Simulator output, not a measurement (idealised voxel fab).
process module | voxel transistor to metal
cross-section cut | 185 nm wide | cells 5 nm
A cross-section is a grid of square cells, given in bands from the top down. A band is one or more rows of cells.
Each band's line starts with the height of the band's top and of its bottom, in nm. Then come its materials from left to right, each with its width in nm. One material with "throughout" fills the band from edge to edge. "air" is empty space.
Height 0 is the level under which the wafer as received is all one material. The lowest band goes on downwards, as in "0 down".
A width such as "30 to 40" changes by the same amount from each row of cells to the next, from the band's top row to its bottom row.
"no change" after a step means that no cell of the cross-section changed.
closed voids: empty space of 8 cells or more with no open way to the top, each as width x height at its distance from the left edge, in nm
after a step's settings: what the simulator itself notes on the step
overlay nm, on a step with a mask: how far to the right of its planned place the mask lay; to the left if negative
plan
1 op RECEIVE | material Si
2 op CONFORMAL_DEP | material SiO2 | thk nm 5
3 op CONFORMAL_DEP | material SiN | thk nm 15
4 op DIRECTIONAL_DEP | material aC | thk nm 15
5 op PATTERN | tone cover | mask id ACTIVE | material resist | width nm 95 | thk nm 30 | overlay nm 0
6 op DIRECTIONAL_ETCH | etch materials aC | depth nm 15
7 op STRIP | etch materials resist
8 op DIRECTIONAL_ETCH | etch materials SiN | depth nm 15
9 op DIRECTIONAL_ETCH | etch materials SiO2 | depth nm 5
10 op DIRECTIONAL_ETCH | etch materials Si | depth nm 35
11 op STRIP | etch materials aC
12 op OXIDIZE | depth nm 5
13 op FILL_DEP | material SiO2 | thk nm 10
14 op CMP | height nm 20
15 op SELECTIVE_ETCH | etch materials SiO2 | depth nm 15
16 op STRIP | etch materials SiN
17 op SELECTIVE_ETCH | etch materials SiO2 | depth nm 5
18 op OXIDIZE | depth nm 5
19 op DIRECTIONAL_DEP | material polySi | thk nm 20
20 op DIRECTIONAL_DEP | material SiCN | thk nm 10
21 op MASKED_ETCH | tone cover | mask id GATE | width nm 25 | etch materials SiCN | depth nm 20 | overlay nm 0
22 op MASKED_ETCH | tone cover | mask id GATE | width nm 25 | etch materials polySi | depth nm 30 | overlay nm 0
23 op CONFORMAL_DEP | material SiN | thk nm 5
24 op DIRECTIONAL_ETCH | etch materials SiN | depth nm 5
25 op DIRECTIONAL_ETCH | etch materials SiO2 | depth nm 5
26 op DIRECTIONAL_ETCH | etch materials Si | depth nm 10
27 op EPI | material SiGe | thk nm 10
28 op FILL_DEP | material SiO2 | thk nm 10
29 op CMP | height nm 20
30 op STRIP | etch materials polySi
31 op SELECTIVE_ETCH | etch materials SiO2 | depth nm 5
32 op CONFORMAL_DEP | material HfO2 | thk nm 5
33 op CONFORMAL_DEP | material TiN | thk nm 5
34 op FILL_DEP | material W | thk nm 10
35 op CMP | height nm 15
36 op DIRECTIONAL_DEP | material SiO2 | thk nm 15
37 op DIRECTIONAL_DEP | material aC | thk nm 15
38 op PATTERN | tone open | mask id CONTACT | material resist | width nm 15 | pitch nm 70 | thk nm 35 | overlay nm 0
39 op DIRECTIONAL_ETCH | etch materials aC | depth nm 15
40 op STRIP | etch materials resist
41 op DIRECTIONAL_ETCH | etch materials SiO2 | depth nm 35
42 op STRIP | etch materials aC
43 op CONFORMAL_DEP | material TiN | thk nm 5
44 op FILL_DEP | material W | thk nm 10
45 op CMP | height nm 30
46 op DIRECTIONAL_DEP | material TiN | thk nm 5
47 op DIRECTIONAL_DEP | material W | thk nm 25
48 op MASKED_ETCH | tone cover | mask id METAL_1 | width nm 15 | pitch nm 70 | etch materials W | depth nm 25 | overlay nm 0
49 op MASKED_ETCH | tone cover | mask id METAL_1 | width nm 15 | pitch nm 70 | etch materials TiN | depth nm 5 | overlay nm 0
50 op CONFORMAL_DEP | material SiN | thk nm 5
51 op FILL_DEP | material SiO2 | thk nm 10
52 op CMP | height nm 60
53 op CONFORMAL_DEP | material SiCN | thk nm 5
first wafer, as planned
as received, after step 1
  0 down: Si throughout
  closed voids: none
after step 2
  5 to 0: SiO2 throughout
  below 0: unchanged
after step 3
  20 to 5: SiN throughout
  below 5: unchanged
after step 4
  35 to 20: aC throughout
  below 20: unchanged
after step 5
  65 to 35: air 45 | resist 95 | air 45
  below 35: unchanged
after step 6
  50 to 35: air 45 | resist 95 | air 45
  35 to 20: air 45 | aC 95 | air 45
  below 20: unchanged
after step 7
  35 to 20: air 45 | aC 95 | air 45
  below 20: unchanged
after step 8
  35 to 20: air 45 | aC 95 | air 45
  20 to 5: air 45 | SiN 95 | air 45
  below 5: unchanged
after step 9
  35 to 20: air 45 | aC 95 | air 45
  20 to 5: air 45 | SiN 95 | air 45
  5 to 0: air 45 | SiO2 95 | air 45
  below 0: unchanged
after step 10
  35 to 20: air 45 | aC 95 | air 45
  20 to 5: air 45 | SiN 95 | air 45
  5 to 0: air 45 | SiO2 95 | air 45
  0 to -35: air 45 | Si 95 | air 45
  below -35: unchanged
after step 11
  20 to 5: air 45 | SiN 95 | air 45
  below 5: unchanged
after step 12
  20 to 5: air 45 | SiN 95 | air 45
  5 to 0: air 45 | SiO2 95 | air 45
  0 to -35: air 45 | SiO2 5 | Si 85 | SiO2 5 | air 45
  -35 to -40: SiO2 50 | Si 85 | SiO2 50
  below -40: unchanged
after step 13
  30 to 20: SiO2 throughout
  20 to 5: SiO2 45 | SiN 95 | SiO2 45
  5 to 0: SiO2 throughout
  0 to -40: SiO2 50 | Si 85 | SiO2 50
  below -40: unchanged
after step 14
  20 to 5: SiO2 45 | SiN 95 | SiO2 45
  below 5: unchanged
after step 15
  20 to 5: air 45 | SiN 95 | air 45
  below 5: unchanged
after step 16
  5 to 0: SiO2 throughout
  below 0: unchanged
after step 17
  0 to -40: SiO2 50 | Si 85 | SiO2 50
  below -40: unchanged
after step 18
  0 to -5: SiO2 throughout
  below -5: unchanged
after step 19
  20 to 0: polySi throughout
  below 0: unchanged
after step 20
  30 to 20: SiCN throughout
  below 20: unchanged
after step 21
  30 to 20: air 80 | SiCN 25 | air 80
  below 20: unchanged
after step 22
  30 to 20: air 80 | SiCN 25 | air 80
  20 to 0: air 80 | polySi 25 | air 80
  below 0: unchanged
after step 23
  35 to 30: air 75 | SiN 35 | air 75
  30 to 20: air 75 | SiN 5 | SiCN 25 | SiN 5 | air 75
  20 to 5: air 75 | SiN 5 | polySi 25 | SiN 5 | air 75
  5 to 0: SiN 80 | polySi 25 | SiN 80
  below 0: unchanged
after step 24
  30 to 20: air 75 | SiN 5 | SiCN 25 | SiN 5 | air 75
  20 to 0: air 75 | SiN 5 | polySi 25 | SiN 5 | air 75
  below 0: unchanged
after step 25
  30 to 20: air 75 | SiN 5 | SiCN 25 | SiN 5 | air 75
  20 to 0: air 75 | SiN 5 | polySi 25 | SiN 5 | air 75
  0 to -5: air 75 | SiO2 35 | air 75
  below -5: unchanged
after step 26
  30 to 20: air 75 | SiN 5 | SiCN 25 | SiN 5 | air 75
  20 to 0: air 75 | SiN 5 | polySi 25 | SiN 5 | air 75
  0 to -5: air 75 | SiO2 35 | air 75
  -5 to -15: SiO2 50 | air 25 | Si 35 | air 25 | SiO2 50
  below -15: unchanged
after step 27
  30 to 20: air 75 | SiN 5 | SiCN 25 | SiN 5 | air 75
  20 to 5: air 75 | SiN 5 | polySi 25 | SiN 5 | air 75
  5 to 0: air 65 | SiGe 10 | SiN 5 | polySi 25 | SiN 5 | SiGe 10 | air 65
  0 to -5: air 65 | SiGe 10 | SiO2 35 | SiGe 10 | air 65
  -5 to -15: SiO2 50 | SiGe 25 | Si 35 | SiGe 25 | SiO2 50
  below -15: unchanged
after step 28
  40 to 30: SiO2 throughout
  30 to 20: SiO2 75 | SiN 5 | SiCN 25 | SiN 5 | SiO2 75
  20 to 5: SiO2 75 | SiN 5 | polySi 25 | SiN 5 | SiO2 75
  5 to 0: SiO2 65 | SiGe 10 | SiN 5 | polySi 25 | SiN 5 | SiGe 10 | SiO2 65
  0 to -5: SiO2 65 | SiGe 10 | SiO2 35 | SiGe 10 | SiO2 65
  below -5: unchanged
after step 29
  20 to 5: SiO2 75 | SiN 5 | polySi 25 | SiN 5 | SiO2 75
  below 5: unchanged
after step 30
  20 to 5: SiO2 75 | SiN 5 | air 25 | SiN 5 | SiO2 75
  5 to 0: SiO2 65 | SiGe 10 | SiN 5 | air 25 | SiN 5 | SiGe 10 | SiO2 65
  below 0: unchanged
after step 31
  20 to 15: air 75 | SiN 5 | air 25 | SiN 5 | air 75
  15 to 5: SiO2 75 | SiN 5 | air 25 | SiN 5 | SiO2 75
  5 to 0: SiO2 65 | SiGe 10 | SiN 5 | air 25 | SiN 5 | SiGe 10 | SiO2 65
  0 to -5: SiO2 65 | SiGe 10 | air 35 | SiGe 10 | SiO2 65
  below -5: unchanged
after step 32
  25 to 20: air 70 | HfO2 15 | air 15 | HfO2 15 | air 70
  20 to 15: HfO2 75 | SiN 5 | HfO2 5 | air 15 | HfO2 5 | SiN 5 | HfO2 75
  15 to 5: SiO2 75 | SiN 5 | HfO2 5 | air 15 | HfO2 5 | SiN 5 | SiO2 75
  5 to 0: SiO2 65 | SiGe 10 | SiN 5 | HfO2 5 | air 15 | HfO2 5 | SiN 5 | SiGe 10 | SiO2 65
  0 to -5: SiO2 65 | SiGe 10 | HfO2 35 | SiGe 10 | SiO2 65
  below -5: unchanged
after step 33
  30 to 25: air 65 | TiN 25 | air 5 | TiN 25 | air 65
  25 to 20: TiN 70 | HfO2 15 | TiN 5 | air 5 | TiN 5 | HfO2 15 | TiN 70
  20 to 15: HfO2 75 | SiN 5 | HfO2 5 | TiN 5 | air 5 | TiN 5 | HfO2 5 | SiN 5 | HfO2 75
  15 to 5: SiO2 75 | SiN 5 | HfO2 5 | TiN 5 | air 5 | TiN 5 | HfO2 5 | SiN 5 | SiO2 75
  5 to 0: SiO2 65 | SiGe 10 | SiN 5 | HfO2 5 | TiN 15 | HfO2 5 | SiN 5 | SiGe 10 | SiO2 65
  below 0: unchanged
after step 34
  40 to 30: W throughout
  30 to 25: W 65 | TiN 25 | W 5 | TiN 25 | W 65
  25 to 20: TiN 70 | HfO2 15 | TiN 5 | W 5 | TiN 5 | HfO2 15 | TiN 70
  20 to 15: HfO2 75 | SiN 5 | HfO2 5 | TiN 5 | W 5 | TiN 5 | HfO2 5 | SiN 5 | HfO2 75
  15 to 5: SiO2 75 | SiN 5 | HfO2 5 | TiN 5 | W 5 | TiN 5 | HfO2 5 | SiN 5 | SiO2 75
  below 5: unchanged
after step 35
  15 to 5: SiO2 75 | SiN 5 | HfO2 5 | TiN 5 | W 5 | TiN 5 | HfO2 5 | SiN 5 | SiO2 75
  below 5: unchanged
after step 36
  30 to 15: SiO2 throughout
  below 15: unchanged
after step 37
  45 to 30: aC throughout
  below 30: unchanged
after step 38
  80 to 45: resist 50 | air 15 | resist 55 | air 15 | resist 50
  below 45: unchanged
after step 39
  65 to 45: resist 50 | air 15 | resist 55 | air 15 | resist 50
  45 to 30: aC 50 | air 15 | aC 55 | air 15 | aC 50
  below 30: unchanged
after step 40
  45 to 30: aC 50 | air 15 | aC 55 | air 15 | aC 50
  below 30: unchanged
after step 41
  45 to 30: aC 50 | air 15 | aC 55 | air 15 | aC 50
  30 to 15: SiO2 50 | air 15 | SiO2 55 | air 15 | SiO2 50
  15 to 5: SiO2 50 | air 15 | SiO2 10 | SiN 5 | HfO2 5 | TiN 5 | W 5 | TiN 5 | HfO2 5 | SiN 5 | SiO2 10 | air 15 | SiO2 50
  5 to 0: SiO2 50 | air 15 | SiGe 10 | SiN 5 | HfO2 5 | TiN 15 | HfO2 5 | SiN 5 | SiGe 10 | air 15 | SiO2 50
  0 to -5: SiO2 50 | air 15 | SiGe 10 | HfO2 35 | SiGe 10 | air 15 | SiO2 50
  below -5: unchanged
after step 42
  30 to 15: SiO2 50 | air 15 | SiO2 55 | air 15 | SiO2 50
  below 15: unchanged
after step 43
  35 to 30: TiN 55 | air 5 | TiN 65 | air 5 | TiN 55
  30 to 15: SiO2 50 | TiN 5 | air 5 | TiN 5 | SiO2 55 | TiN 5 | air 5 | TiN 5 | SiO2 50
  15 to 5: SiO2 50 | TiN 5 | air 5 | TiN 5 | SiO2 10 | SiN 5 | HfO2 5 | TiN 5 | W 5 | TiN 5 | HfO2 5 | SiN 5 | SiO2 10 | TiN 5 | air 5 | TiN 5 | SiO2 50
  5 to 0: SiO2 50 | TiN 5 | air 5 | TiN 5 | SiGe 10 | SiN 5 | HfO2 5 | TiN 15 | HfO2 5 | SiN 5 | SiGe 10 | TiN 5 | air 5 | TiN 5 | SiO2 50
  0 to -5: SiO2 50 | TiN 15 | SiGe 10 | HfO2 35 | SiGe 10 | TiN 15 | SiO2 50
  below -5: unchanged
after step 44
  45 to 35: W throughout
  35 to 30: TiN 55 | W 5 | TiN 65 | W 5 | TiN 55
  30 to 15: SiO2 50 | TiN 5 | W 5 | TiN 5 | SiO2 55 | TiN 5 | W 5 | TiN 5 | SiO2 50
  15 to 5: SiO2 50 | TiN 5 | W 5 | TiN 5 | SiO2 10 | SiN 5 | HfO2 5 | TiN 5 | W 5 | TiN 5 | HfO2 5 | SiN 5 | SiO2 10 | TiN 5 | W 5 | TiN 5 | SiO2 50
  5 to 0: SiO2 50 | TiN 5 | W 5 | TiN 5 | SiGe 10 | SiN 5 | HfO2 5 | TiN 15 | HfO2 5 | SiN 5 | SiGe 10 | TiN 5 | W 5 | TiN 5 | SiO2 50
  below 0: unchanged
after step 45
  30 to 15: SiO2 50 | TiN 5 | W 5 | TiN 5 | SiO2 55 | TiN 5 | W 5 | TiN 5 | SiO2 50
  below 15: unchanged
after step 46
  35 to 30: TiN throughout
  below 30: unchanged
after step 47
  60 to 35: W throughout
  below 35: unchanged
after step 48
  60 to 35: air 50 | W 15 | air 55 | W 15 | air 50
  below 35: unchanged
after step 49
  60 to 35: air 50 | W 15 | air 55 | W 15 | air 50
  35 to 30: air 50 | TiN 15 | air 55 | TiN 15 | air 50
  below 30: unchanged
after step 50
  65 to 60: air 45 | SiN 25 | air 45 | SiN 25 | air 45
  60 to 35: air 45 | SiN 5 | W 15 | SiN 5 | air 45 | SiN 5 | W 15 | SiN 5 | air 45
  35 to 30: SiN 50 | TiN 15 | SiN 55 | TiN 15 | SiN 50
  below 30: unchanged
after step 51
  75 to 65: SiO2 throughout
  65 to 60: SiO2 45 | SiN 25 | SiO2 45 | SiN 25 | SiO2 45
  60 to 35: SiO2 45 | SiN 5 | W 15 | SiN 5 | SiO2 45 | SiN 5 | W 15 | SiN 5 | SiO2 45
  below 35: unchanged
after step 52
  60 to 35: SiO2 45 | SiN 5 | W 15 | SiN 5 | SiO2 45 | SiN 5 | W 15 | SiN 5 | SiO2 45
  below 35: unchanged
after step 53
  65 to 60: SiCN throughout
  below 60: unchanged
second wafer: like start, like plan, one mistake. Through step 4 it matches the first wafer
when step 5 should have ended
  65 to 35: air 50 | resist 95 | air 40
  below 35: unchanged
when step 6 should have ended
  50 to 35: air 50 | resist 95 | air 40
  35 to 20: air 50 | aC 95 | air 40
  below 20: unchanged
when step 7 should have ended
  35 to 20: air 50 | aC 95 | air 40
  below 20: unchanged
when step 8 should have ended
  35 to 20: air 50 | aC 95 | air 40
  20 to 5: air 50 | SiN 95 | air 40
  below 5: unchanged
when step 9 should have ended
  35 to 20: air 50 | aC 95 | air 40
  20 to 5: air 50 | SiN 95 | air 40
  5 to 0: air 50 | SiO2 95 | air 40
  below 0: unchanged
when step 10 should have ended
  35 to 20: air 50 | aC 95 | air 40
  20 to 5: air 50 | SiN 95 | air 40
  5 to 0: air 50 | SiO2 95 | air 40
  0 to -35: air 50 | Si 95 | air 40
  below -35: unchanged
when step 11 should have ended
  20 to 5: air 50 | SiN 95 | air 40
  below 5: unchanged
when step 12 should have ended
  20 to 5: air 50 | SiN 95 | air 40
  5 to 0: air 50 | SiO2 95 | air 40
  0 to -35: air 50 | SiO2 5 | Si 85 | SiO2 5 | air 40
  -35 to -40: SiO2 55 | Si 85 | SiO2 45
  below -40: unchanged
when step 13 should have ended
  30 to 20: SiO2 throughout
  20 to 5: SiO2 50 | SiN 95 | SiO2 40
  5 to 0: SiO2 throughout
  0 to -40: SiO2 55 | Si 85 | SiO2 45
  below -40: unchanged
when step 14 should have ended
  20 to 5: SiO2 50 | SiN 95 | SiO2 40
  below 5: unchanged
when step 15 should have ended
  20 to 5: air 50 | SiN 95 | air 40
  below 5: unchanged
when step 16 should have ended
  5 to 0: SiO2 throughout
  below 0: unchanged
when step 17 should have ended
  0 to -40: SiO2 55 | Si 85 | SiO2 45
  below -40: unchanged
when step 18 should have ended
  0 to -5: SiO2 throughout
  below -5: unchanged
when step 19 should have ended
  20 to 0: polySi throughout
  below 0: unchanged
when step 20 should have ended
  30 to 20: SiCN throughout
  below 20: unchanged
when step 21 should have ended
  30 to 20: air 80 | SiCN 25 | air 80
  below 20: unchanged
when step 22 should have ended
  30 to 20: air 80 | SiCN 25 | air 80
  20 to 0: air 80 | polySi 25 | air 80
  below 0: unchanged
when step 23 should have ended
  35 to 30: air 75 | SiN 35 | air 75
  30 to 20: air 75 | SiN 5 | SiCN 25 | SiN 5 | air 75
  20 to 5: air 75 | SiN 5 | polySi 25 | SiN 5 | air 75
  5 to 0: SiN 80 | polySi 25 | SiN 80
  below 0: unchanged
when step 24 should have ended
  30 to 20: air 75 | SiN 5 | SiCN 25 | SiN 5 | air 75
  20 to 0: air 75 | SiN 5 | polySi 25 | SiN 5 | air 75
  below 0: unchanged
when step 25 should have ended
  30 to 20: air 75 | SiN 5 | SiCN 25 | SiN 5 | air 75
  20 to 0: air 75 | SiN 5 | polySi 25 | SiN 5 | air 75
  0 to -5: air 75 | SiO2 35 | air 75
  below -5: unchanged
when step 26 should have ended
  30 to 20: air 75 | SiN 5 | SiCN 25 | SiN 5 | air 75
  20 to 0: air 75 | SiN 5 | polySi 25 | SiN 5 | air 75
  0 to -5: air 75 | SiO2 35 | air 75
  -5 to -15: SiO2 55 | air 20 | Si 35 | air 30 | SiO2 45
  below -15: unchanged
when step 27 should have ended
  30 to 20: air 75 | SiN 5 | SiCN 25 | SiN 5 | air 75
  20 to 5: air 75 | SiN 5 | polySi 25 | SiN 5 | air 75
  5 to 0: air 65 | SiGe 10 | SiN 5 | polySi 25 | SiN 5 | SiGe 10 | air 65
  0 to -5: air 65 | SiGe 10 | SiO2 35 | SiGe 10 | air 65
  -5 to -15: SiO2 55 | SiGe 20 | Si 35 | SiGe 30 | SiO2 45
  below -15: unchanged
when step 28 should have ended
  40 to 30: SiO2 throughout
  30 to 20: SiO2 75 | SiN 5 | SiCN 25 | SiN 5 | SiO2 75
  20 to 5: SiO2 75 | SiN 5 | polySi 25 | SiN 5 | SiO2 75
  5 to 0: SiO2 65 | SiGe 10 | SiN 5 | polySi 25 | SiN 5 | SiGe 10 | SiO2 65
  0 to -5: SiO2 65 | SiGe 10 | SiO2 35 | SiGe 10 | SiO2 65
  below -5: unchanged
when step 29 should have ended
  20 to 5: SiO2 75 | SiN 5 | polySi 25 | SiN 5 | SiO2 75
  below 5: unchanged
when step 30 should have ended
  20 to 5: SiO2 75 | SiN 5 | air 25 | SiN 5 | SiO2 75
  5 to 0: SiO2 65 | SiGe 10 | SiN 5 | air 25 | SiN 5 | SiGe 10 | SiO2 65
  below 0: unchanged
when step 31 should have ended
  20 to 15: air 75 | SiN 5 | air 25 | SiN 5 | air 75
  15 to 5: SiO2 75 | SiN 5 | air 25 | SiN 5 | SiO2 75
  5 to 0: SiO2 65 | SiGe 10 | SiN 5 | air 25 | SiN 5 | SiGe 10 | SiO2 65
  0 to -5: SiO2 65 | SiGe 10 | air 35 | SiGe 10 | SiO2 65
  below -5: unchanged
when step 32 should have ended
  25 to 20: air 70 | HfO2 15 | air 15 | HfO2 15 | air 70
  20 to 15: HfO2 75 | SiN 5 | HfO2 5 | air 15 | HfO2 5 | SiN 5 | HfO2 75
  15 to 5: SiO2 75 | SiN 5 | HfO2 5 | air 15 | HfO2 5 | SiN 5 | SiO2 75
  5 to 0: SiO2 65 | SiGe 10 | SiN 5 | HfO2 5 | air 15 | HfO2 5 | SiN 5 | SiGe 10 | SiO2 65
  0 to -5: SiO2 65 | SiGe 10 | HfO2 35 | SiGe 10 | SiO2 65
  below -5: unchanged
when step 33 should have ended
  30 to 25: air 65 | TiN 25 | air 5 | TiN 25 | air 65
  25 to 20: TiN 70 | HfO2 15 | TiN 5 | air 5 | TiN 5 | HfO2 15 | TiN 70
  20 to 15: HfO2 75 | SiN 5 | HfO2 5 | TiN 5 | air 5 | TiN 5 | HfO2 5 | SiN 5 | HfO2 75
  15 to 5: SiO2 75 | SiN 5 | HfO2 5 | TiN 5 | air 5 | TiN 5 | HfO2 5 | SiN 5 | SiO2 75
  5 to 0: SiO2 65 | SiGe 10 | SiN 5 | HfO2 5 | TiN 15 | HfO2 5 | SiN 5 | SiGe 10 | SiO2 65
  below 0: unchanged
when step 34 should have ended
  40 to 30: W throughout
  30 to 25: W 65 | TiN 25 | W 5 | TiN 25 | W 65
  25 to 20: TiN 70 | HfO2 15 | TiN 5 | W 5 | TiN 5 | HfO2 15 | TiN 70
  20 to 15: HfO2 75 | SiN 5 | HfO2 5 | TiN 5 | W 5 | TiN 5 | HfO2 5 | SiN 5 | HfO2 75
  15 to 5: SiO2 75 | SiN 5 | HfO2 5 | TiN 5 | W 5 | TiN 5 | HfO2 5 | SiN 5 | SiO2 75
  below 5: unchanged
when step 35 should have ended
  15 to 5: SiO2 75 | SiN 5 | HfO2 5 | TiN 5 | W 5 | TiN 5 | HfO2 5 | SiN 5 | SiO2 75
  below 5: unchanged
when step 36 should have ended
  30 to 15: SiO2 throughout
  below 15: unchanged
when step 37 should have ended
  45 to 30: aC throughout
  below 30: unchanged
when step 38 should have ended
  80 to 45: resist 50 | air 15 | resist 55 | air 15 | resist 50
  below 45: unchanged
when step 39 should have ended
  65 to 45: resist 50 | air 15 | resist 55 | air 15 | resist 50
  45 to 30: aC 50 | air 15 | aC 55 | air 15 | aC 50
  below 30: unchanged
when step 40 should have ended
  45 to 30: aC 50 | air 15 | aC 55 | air 15 | aC 50
  below 30: unchanged
when step 41 should have ended
  45 to 30: aC 50 | air 15 | aC 55 | air 15 | aC 50
  30 to 15: SiO2 50 | air 15 | SiO2 55 | air 15 | SiO2 50
  15 to 5: SiO2 50 | air 15 | SiO2 10 | SiN 5 | HfO2 5 | TiN 5 | W 5 | TiN 5 | HfO2 5 | SiN 5 | SiO2 10 | air 15 | SiO2 50
  5 to 0: SiO2 50 | air 15 | SiGe 10 | SiN 5 | HfO2 5 | TiN 15 | HfO2 5 | SiN 5 | SiGe 10 | air 15 | SiO2 50
  0 to -5: SiO2 50 | air 15 | SiGe 10 | HfO2 35 | SiGe 10 | air 15 | SiO2 50
  below -5: unchanged
when step 42 should have ended
  30 to 15: SiO2 50 | air 15 | SiO2 55 | air 15 | SiO2 50
  below 15: unchanged
when step 43 should have ended
  35 to 30: TiN 55 | air 5 | TiN 65 | air 5 | TiN 55
  30 to 15: SiO2 50 | TiN 5 | air 5 | TiN 5 | SiO2 55 | TiN 5 | air 5 | TiN 5 | SiO2 50
  15 to 5: SiO2 50 | TiN 5 | air 5 | TiN 5 | SiO2 10 | SiN 5 | HfO2 5 | TiN 5 | W 5 | TiN 5 | HfO2 5 | SiN 5 | SiO2 10 | TiN 5 | air 5 | TiN 5 | SiO2 50
  5 to 0: SiO2 50 | TiN 5 | air 5 | TiN 5 | SiGe 10 | SiN 5 | HfO2 5 | TiN 15 | HfO2 5 | SiN 5 | SiGe 10 | TiN 5 | air 5 | TiN 5 | SiO2 50
  0 to -5: SiO2 50 | TiN 15 | SiGe 10 | HfO2 35 | SiGe 10 | TiN 15 | SiO2 50
  below -5: unchanged
when step 44 should have ended
  45 to 35: W throughout
  35 to 30: TiN 55 | W 5 | TiN 65 | W 5 | TiN 55
  30 to 15: SiO2 50 | TiN 5 | W 5 | TiN 5 | SiO2 55 | TiN 5 | W 5 | TiN 5 | SiO2 50
  15 to 5: SiO2 50 | TiN 5 | W 5 | TiN 5 | SiO2 10 | SiN 5 | HfO2 5 | TiN 5 | W 5 | TiN 5 | HfO2 5 | SiN 5 | SiO2 10 | TiN 5 | W 5 | TiN 5 | SiO2 50
  5 to 0: SiO2 50 | TiN 5 | W 5 | TiN 5 | SiGe 10 | SiN 5 | HfO2 5 | TiN 15 | HfO2 5 | SiN 5 | SiGe 10 | TiN 5 | W 5 | TiN 5 | SiO2 50
  below 0: unchanged
when step 45 should have ended
  30 to 15: SiO2 50 | TiN 5 | W 5 | TiN 5 | SiO2 55 | TiN 5 | W 5 | TiN 5 | SiO2 50
  below 15: unchanged
when step 46 should have ended
  35 to 30: TiN throughout
  below 30: unchanged
when step 47 should have ended
  60 to 35: W throughout
  below 35: unchanged
when step 48 should have ended
  60 to 35: air 50 | W 15 | air 55 | W 15 | air 50
  below 35: unchanged
when step 49 should have ended
  60 to 35: air 50 | W 15 | air 55 | W 15 | air 50
  35 to 30: air 50 | TiN 15 | air 55 | TiN 15 | air 50
  below 30: unchanged
when step 50 should have ended
  65 to 60: air 45 | SiN 25 | air 45 | SiN 25 | air 45
  60 to 35: air 45 | SiN 5 | W 15 | SiN 5 | air 45 | SiN 5 | W 15 | SiN 5 | air 45
  35 to 30: SiN 50 | TiN 15 | SiN 55 | TiN 15 | SiN 50
  below 30: unchanged
when step 51 should have ended
  75 to 65: SiO2 throughout
  65 to 60: SiO2 45 | SiN 25 | SiO2 45 | SiN 25 | SiO2 45
  60 to 35: SiO2 45 | SiN 5 | W 15 | SiN 5 | SiO2 45 | SiN 5 | W 15 | SiN 5 | SiO2 45
  below 35: unchanged
when step 52 should have ended
  60 to 35: SiO2 45 | SiN 5 | W 15 | SiN 5 | SiO2 45 | SiN 5 | W 15 | SiN 5 | SiO2 45
  below 35: unchanged
when step 53 should have ended
  65 to 60: SiCN throughout
  below 60: unchanged
what went wrong: step 5 ran as: op PATTERN | tone cover | mask id ACTIVE | material resist | width nm 95 | thk nm 30 | overlay nm 5
at the end the second wafer has, in cells: as many of each material as the first, in other places
